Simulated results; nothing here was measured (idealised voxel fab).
You're looking at the process module voxel trench capacitor.
cross-section cut | 260 nm wide | cells 5 nm
Throughout this document, each cross-section is represented as a grid of square cells and is presented as a sequence of bands enumerated from the top downward, where a band comprises one or more rows of cells. Top, bottom (nm), then materials left to right with widths (nm); lone material tagged "throughout" fills the whole band edge to edge; "empty" = empty space. Heights are measured from 0, the level below which the as-received wafer is all one material; the lowest band has no bottom and continues downward, written as in "z 0 and below". The two numbers in a width such as "30 to 40" mark its ends across the band: the first belongs to the top row of cells, the second to the bottom row, and from each row to the next the width moves by the same amount. What does "nothing changed" mean for a step? It means no cell of the cross-section changed in that step. The list in "Closed voids list" covers empty spaces of 8 cells or more that cannot reach the top through any open way, and it gives each as width x height at distance; the distance is from the left edge, and width, height and distance are in nm. Read whatever lies past the settings on a step's line as the simulator's own remark about the step. The optional step-line setting "overlay nm" applies to steps with a mask and quantifies how far to the right of its planned location the mask lay, a negative value indicating leftward placement.

### The process steps that were planned are listed below
1) RECEIVE (material Si)
2) CONFORMAL_DEP (material SiN; thk nm 5)
3) MASKED_ETCH (tone open; mask id TRENCH; width nm 30; pitch nm 45; etch materials SiN; depth nm 5; overlay nm 0)
4) MASKED_ETCH (tone open; mask id TRENCH; width nm 30; pitch nm 45; etch materials Si; depth nm 40; overlay nm 0)
5) CONFORMAL_DEP (material Al2O3; thk nm 5)
6) CONFORMAL_DEP (material TiN; thk nm 5)
7) FILL_DEP (material W; thk nm 5)
8) CMP (height nm 5)

### The following pertains to the first of two wafers, which was processed as planned

### Wafer as received: cross-section following step 1
    z 0 and below = Si throughout
    Closed voids list: none

### Sectional view: wafer, after step 2
    z 5 to 0 = SiN throughout
    Anything lower than 0 is untouched.

### Sectional view: wafer, after step 3
    z 5 to 0 = SiN (70), then empty (30), then SiN (15), then empty (30), then SiN (15), then empty (30), then SiN (70)
    Anything lower than 0 is untouched.

### Sectional view: wafer, after step 4
    z 5 to 0 = SiN (70), then empty (30), then SiN (15), then empty (30), then SiN (15), then empty (30), then SiN (70)
    z 0 to -40 = Si (70), then empty (30), then Si (15), then empty (30), then Si (15), then empty (30), then Si (70)
    Anything lower than -40 is untouched.

### Sectional view: wafer, after step 5
    z 10 to 5 = Al2O3 (75), then empty (20), then Al2O3 (25), then empty (20), then Al2O3 (25), then empty (20), then Al2O3 (75)
    z 5 to 0 = SiN (70), then Al2O3 (5), then empty (20), then Al2O3 (5), then SiN (15), then Al2O3 (5), then empty (20), then Al2O3 (5), then SiN (15), then Al2O3 (5), then empty (20), then Al2O3 (5), then SiN (70)
    z 0 to -35 = Si (70), then Al2O3 (5), then empty (20), then Al2O3 (5), then Si (15), then Al2O3 (5), then empty (20), then Al2O3 (5), then Si (15), then Al2O3 (5), then empty (20), then Al2O3 (5), then Si (70)
    z -35 to -40 = Si (70), then Al2O3 (30), then Si (15), then Al2O3 (30), then Si (15), then Al2O3 (30), then Si (70)
    Anything lower than -40 is untouched.

### Sectional view: wafer, after step 6
    z 15 to 10 = TiN (80), then empty (10), then TiN (35), then empty (10), then TiN (35), then empty (10), then TiN (80)
    z 10 to 5 = Al2O3 (75), then TiN (5), then empty (10), then TiN (5), then Al2O3 (25), then TiN (5), then empty (10), then TiN (5), then Al2O3 (25), then TiN (5), then empty (10), then TiN (5), then Al2O3 (75)
    z 5 to 0 = SiN (70), then Al2O3 (5), then TiN (5), then empty (10), then TiN (5), then Al2O3 (5), then SiN (15), then Al2O3 (5), then TiN (5), then empty (10), then TiN (5), then Al2O3 (5), then SiN (15), then Al2O3 (5), then TiN (5), then empty (10), then TiN (5), then Al2O3 (5), then SiN (70)
    z 0 to -30 = Si (70), then Al2O3 (5), then TiN (5), then empty (10), then TiN (5), then Al2O3 (5), then Si (15), then Al2O3 (5), then TiN (5), then empty (10), then TiN (5), then Al2O3 (5), then Si (15), then Al2O3 (5), then TiN (5), then empty (10), then TiN (5), then Al2O3 (5), then Si (70)
    z -30 to -35 = Si (70), then Al2O3 (5), then TiN (20), then Al2O3 (5), then Si (15), then Al2O3 (5), then TiN (20), then Al2O3 (5), then Si (15), then Al2O3 (5), then TiN (20), then Al2O3 (5), then Si (70)
    Anything lower than -35 is untouched.

### Sectional view: wafer, after step 7
    z 20 to 15 = W throughout
    z 15 to 10 = TiN (80), then W (10), then TiN (35), then W (10), then TiN (35), then W (10), then TiN (80)
    z 10 to 5 = Al2O3 (75), then TiN (5), then W (10), then TiN (5), then Al2O3 (25), then TiN (5), then W (10), then TiN (5), then Al2O3 (25), then TiN (5), then W (10), then TiN (5), then Al2O3 (75)
    z 5 to 0 = SiN (70), then Al2O3 (5), then TiN (5), then W (10), then TiN (5), then Al2O3 (5), then SiN (15), then Al2O3 (5), then TiN (5), then W (10), then TiN (5), then Al2O3 (5), then SiN (15), then Al2O3 (5), then TiN (5), then W (10), then TiN (5), then Al2O3 (5), then SiN (70)
    z 0 to -30 = Si (70), then Al2O3 (5), then TiN (5), then W (10), then TiN (5), then Al2O3 (5), then Si (15), then Al2O3 (5), then TiN (5), then W (10), then TiN (5), then Al2O3 (5), then Si (15), then Al2O3 (5), then TiN (5), then W (10), then TiN (5), then Al2O3 (5), then Si (70)
    Anything lower than -30 is untouched.

### Sectional view: wafer, after step 8
    z 5 to 0 = SiN (70), then Al2O3 (5), then TiN (5), then W (10), then TiN (5), then Al2O3 (5), then SiN (15), then Al2O3 (5), then TiN (5), then W (10), then TiN (5), then Al2O3 (5), then SiN (15), then Al2O3 (5), then TiN (5), then W (10), then TiN (5), then Al2O3 (5), then SiN (70)
    Anything lower than 0 is untouched.

### Wafer two: like wafer one in start and plan, but with one mistake in execution; identical up to and including step 2

### Second wafer at the planned finish of step 3, seen in cross-section
    z 5 to 0 = SiN (75), then empty (25), then SiN (20), then empty (25), then SiN (20), then empty (25), then SiN (70)
    Anything lower than 0 is untouched.

### Second wafer at the planned finish of step 4, seen in cross-section
    z 5 to 0 = SiN (75), then empty (25), then SiN (20), then empty (25), then SiN (20), then empty (25), then SiN (70)
    z 0 to -40 = Si (75), then empty (25), then Si (20), then empty (25), then Si (20), then empty (25), then Si (70)
    Anything lower than -40 is untouched.

### Second wafer at the planned finish of step 5, seen in cross-section
    z 10 to 5 = Al2O3 (80), then empty (15), then Al2O3 (30), then empty (15), then Al2O3 (30), then empty (15), then Al2O3 (75)
    z 5 to 0 = SiN (75), then Al2O3 (5), then empty (15), then Al2O3 (5), then SiN (20), then Al2O3 (5), then empty (15), then Al2O3 (5), then SiN (20), then Al2O3 (5), then empty (15), then Al2O3 (5), then SiN (70)
    z 0 to -35 = Si (75), then Al2O3 (5), then empty (15), then Al2O3 (5), then Si (20), then Al2O3 (5), then empty (15), then Al2O3 (5), then Si (20), then Al2O3 (5), then empty (15), then Al2O3 (5), then Si (70)
    z -35 to -40 = Si (75), then Al2O3 (25), then Si (20), then Al2O3 (25), then Si (20), then Al2O3 (25), then Si (70)
    Anything lower than -40 is untouched.

### Second wafer at the planned finish of step 6, seen in cross-section
    z 15 to 10 = TiN (85), then empty (5), then TiN (40), then empty (5), then TiN (40), then empty (5), then TiN (80)
    z 10 to 5 = Al2O3 (80), then TiN (5), then empty (5), then TiN (5), then Al2O3 (30), then TiN (5), then empty (5), then TiN (5), then Al2O3 (30), then TiN (5), then empty (5), then TiN (5), then Al2O3 (75)
    z 5 to 0 = SiN (75), then Al2O3 (5), then TiN (5), then empty (5), then TiN (5), then Al2O3 (5), then SiN (20), then Al2O3 (5), then TiN (5), then empty (5), then TiN (5), then Al2O3 (5), then SiN (20), then Al2O3 (5), then TiN (5), then empty (5), then TiN (5), then Al2O3 (5), then SiN (70)
    z 0 to -30 = Si (75), then Al2O3 (5), then TiN (5), then empty (5), then TiN (5), then Al2O3 (5), then Si (20), then Al2O3 (5), then TiN (5), then empty (5), then TiN (5), then Al2O3 (5), then Si (20), then Al2O3 (5), then TiN (5), then empty (5), then TiN (5), then Al2O3 (5), then Si (70)
    z -30 to -35 = Si (75), then Al2O3 (5), then TiN (15), then Al2O3 (5), then Si (20), then Al2O3 (5), then TiN (15), then Al2O3 (5), then Si (20), then Al2O3 (5), then TiN (15), then Al2O3 (5), then Si (70)
    Anything lower than -35 is untouched.

### Second wafer at the planned finish of step 7, seen in cross-section
    z 20 to 15 = W throughout
    z 15 to 10 = TiN (85), then W (5), then TiN (40), then W (5), then TiN (40), then W (5), then TiN (80)
    z 10 to 5 = Al2O3 (80), then TiN (5), then W (5), then TiN (5), then Al2O3 (30), then TiN (5), then W (5), then TiN (5), then Al2O3 (30), then TiN (5), then W (5), then TiN (5), then Al2O3 (75)
    z 5 to 0 = SiN (75), then Al2O3 (5), then TiN (5), then W (5), then TiN (5), then Al2O3 (5), then SiN (20), then Al2O3 (5), then TiN (5), then W (5), then TiN (5), then Al2O3 (5), then SiN (20), then Al2O3 (5), then TiN (5), then W (5), then TiN (5), then Al2O3 (5), then SiN (70)
    z 0 to -30 = Si (75), then Al2O3 (5), then TiN (5), then W (5), then TiN (5), then Al2O3 (5), then Si (20), then Al2O3 (5), then TiN (5), then W (5), then TiN (5), then Al2O3 (5), then Si (20), then Al2O3 (5), then TiN (5), then W (5), then TiN (5), then Al2O3 (5), then Si (70)
    Anything lower than -30 is untouched.

### Second wafer at the planned finish of step 8, seen in cross-section
    z 5 to 0 = SiN (75), then Al2O3 (5), then TiN (5), then W (5), then TiN (5), then Al2O3 (5), then SiN (20), then Al2O3 (5), then TiN (5), then W (5), then TiN (5), then Al2O3 (5), then SiN (20), then Al2O3 (5), then TiN (5), then W (5), then TiN (5), then Al2O3 (5), then SiN (70)
    Anything lower than 0 is untouched.
Processing error: step 3 was processed under conditions differing from the plan, specifically as MASKED_ETCH (tone open; mask id TRENCH; width nm 25; pitch nm 45; etch materials SiN; depth nm 5; overlay nm 0)
The second wafer ends with more or fewer cells of some materials than the first, per final count: 3 fewer of Al2O3 | 24 more of Si | 3 more of SiN | 3 fewer of TiN | 21 fewer of W
